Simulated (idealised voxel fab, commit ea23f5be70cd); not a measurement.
This section sets out a process module, namely voxel self aligned vias.
Each square cell in cross-section cut measures 5 nm, and the section as a whole is 295 nm wide.
The cross-sections in this document take the form of a grid made of square cells. They are written out as bands, in order from top to bottom. Each band consists of one or more rows of cells.
First you get the band's top height and its bottom height, in nm, and then the materials it's made of, left to right, with each width in nm. If you see a single material with "throughout", that one covers the band edge to edge. "blank" is empty space.
All heights in this document are referenced to 0, defined as the level beneath which the wafer, as received, consists entirely of one material. The lowest band is not bounded below; it extends indefinitely downward and is written in the form "0 nm and below".
The width entry "30 to 40" should be interpreted row by row: the top row of cells in the band takes the first number, the bottom row takes the second number, and the change between adjacent rows is uniform throughout.
Given "remains unaltered" for a step, no cell of the cross-section differs between before and after that step.
"Closed void table" - sealed voids, min. 8 cells, no opening to top; format: width x height at distance (distance from left edge; nm throughout).
On each step's line, the part that comes after the settings is the simulator's own comment on the step.
"overlay nm" answers the question of how far to the right of plan the mask lay on a step that has a mask, and when it is negative the answer is to the left.

THESE ARE THE STEPS WE PLANNED FOR THE PROCESS
1,RECEIVE,material Si
2,CONFORMAL_DEP,material SiO2,thk nm 15
3,CONFORMAL_DEP,material SiCN,thk nm 5
4,DIRECTIONAL_DEP,material lowk,thk nm 20
5,PATTERN,tone open,mask id LINES,material resist,width nm 30,pitch nm 55,thk nm 15,overlay nm 0
6,DIRECTIONAL_ETCH,etch materials lowk,depth nm 20
7,STRIP,etch materials resist
8,CONFORMAL_DEP,material TiN,thk nm 5
9,FILL_DEP,material W,thk nm 10
10,CMP,height nm 40
11,SELECTIVE_ETCH,etch materials W Ru TiN,depth nm 5
12,FILL_DEP,material SiN,thk nm 5
13,CMP,height nm 40
14,DIRECTIONAL_DEP,material lowk,thk nm 15
15,MASKED_ETCH,tone open,mask id VIAS,width nm 40,pitch nm 110,etch materials lowk,depth nm 15,overlay nm 0
16,MASKED_ETCH,tone open,mask id VIAS,width nm 40,pitch nm 110,etch materials SiN,depth nm 5,overlay nm 0
17,CONFORMAL_DEP,material TiN,thk nm 5
18,FILL_DEP,material W,thk nm 5
19,CMP,height nm 55
20,CONFORMAL_DEP,material SiCN,thk nm 5

CROSS-SECTION OF THE WAFER AT RECEIPT, WHICH IS THE CONDITION AFTER STEP 1
- 0 nm and below: Si throughout
- Closed void table: none

CROSS-SECTION TAKEN AT MODULE COMPLETION ON THE FIRST OF TWO WAFERS; PROCESSED PER THE PLAN
- 60 nm to 55 nm: SiCN throughout
- 55 nm to 45 nm: 70 lowk, 5 TiN, 30 W, 5 TiN, 70 lowk, 5 TiN, 30 W, 5 TiN, 75 lowk
- 45 nm to 40 nm: 70 lowk, 10 TiN, 20 W, 10 TiN, 70 lowk, 10 TiN, 20 W, 10 TiN, 75 lowk
- 40 nm to 35 nm: 75 lowk, 30 TiN, 25 lowk, 30 SiN, 25 lowk, 30 TiN, 80 lowk
- 35 nm to 25 nm: 75 lowk, 5 TiN, 20 W, 5 TiN, 25 lowk, 5 TiN, 20 W, 5 TiN, 25 lowk, 5 TiN, 20 W, 5 TiN, 80 lowk
- 25 nm to 20 nm: 75 lowk, 30 TiN, 25 lowk, 30 TiN, 25 lowk, 30 TiN, 80 lowk
- 20 nm to 15 nm: SiCN throughout
- 15 nm to 0 nm: SiO2 throughout
- 0 nm and below: Si throughout
- Closed void table: none

SECOND WAFER OF THE TWO, SECTIONED AT THE END OF THE MODULE. IT BEGAN LIKE THE FIRST AND FOLLOWED THE SAME PLAN, BUT ONE MISTAKE WAS MADE WHILE RUNNING IT
- 60 nm to 55 nm: SiCN throughout
- 55 nm to 45 nm: 70 lowk, 5 TiN, 30 W, 5 TiN, 70 lowk, 5 TiN, 30 W, 5 TiN, 75 lowk
- 45 nm to 40 nm: 70 lowk, 15 TiN, 15 W, 10 TiN, 70 lowk, 15 TiN, 15 W, 10 TiN, 75 lowk
- 40 nm to 35 nm: 80 lowk, 25 TiN, 30 lowk, 25 SiN, 30 lowk, 25 TiN, 80 lowk
- 35 nm to 25 nm: 80 lowk, 5 TiN, 15 W, 5 TiN, 30 lowk, 5 TiN, 15 W, 5 TiN, 30 lowk, 5 TiN, 15 W, 5 TiN, 80 lowk
- 25 nm to 20 nm: 80 lowk, 25 TiN, 30 lowk, 25 TiN, 30 lowk, 25 TiN, 80 lowk
- 20 nm to 15 nm: SiCN throughout
- 15 nm to 0 nm: SiO2 throughout
- 0 nm and below: Si throughout
- Closed void table: none
Nonconformance to the process plan: step 5 went in with a setting other than planned; the actual run was PATTERN,tone open,mask id LINES,material resist,width nm 25,pitch nm 55,thk nm 15,overlay nm 0
Heads up, by the end the second wafer has more or fewer cells of some materials compared to the first: 1 fewer of SiN; 3 fewer of TiN; 8 fewer of W; 12 more of lowk
